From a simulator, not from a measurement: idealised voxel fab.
process module | voxel local oxidation
cross-section cut | 300 nm wide | cells 5 nm
A cross-section is a grid of square cells, given in bands from the top down. A band is one or more rows of cells.
Each band's line starts with the height of the band's top and of its bottom, in nm. Then come its materials from left to right, each with its width in nm. One material with "throughout" fills the band from edge to edge. "air" is empty space.
Height 0 is the level under which the wafer as received is all one material. The lowest band goes on downwards, as in "0 down".
A width such as "30 to 40" changes by the same amount from each row of cells to the next, from the band's top row to its bottom row.
"no change" after a step means that no cell of the cross-section changed.
closed voids: empty space of 8 cells or more with no open way to the top, each as width x height at its distance from the left edge, in nm
after a step's settings: what the simulator itself notes on the step
overlay nm, on a step with a mask: how far to the right of its planned place the mask lay; to the left if negative
plan
1 op RECEIVE | material Si
2 op CONFORMAL_DEP | material SiO2 | thk nm 5
3 op CONFORMAL_DEP | material SiN | thk nm 15
4 op PATTERN | tone cover | mask id ACTIVE | material resist | width nm 100 | thk nm 15 | overlay nm 0
5 op DIRECTIONAL_ETCH | etch materials SiN | depth nm 15
6 op STRIP | etch materials resist
7 op SELECTIVE_ETCH | etch materials SiO2 | depth nm 5
8 op OXIDIZE | depth nm 10
9 op STRIP | etch materials SiN
as received, after step 1
  0 down: Si throughout
  closed voids: none
a wafer at the end: this start, this plan, one mistake
  15 to 0: SiO2 throughout
  0 down: Si throughout
  closed voids: none
what went wrong: step 3 ran as: op CONFORMAL_DEP | material SiO2 | thk nm 15
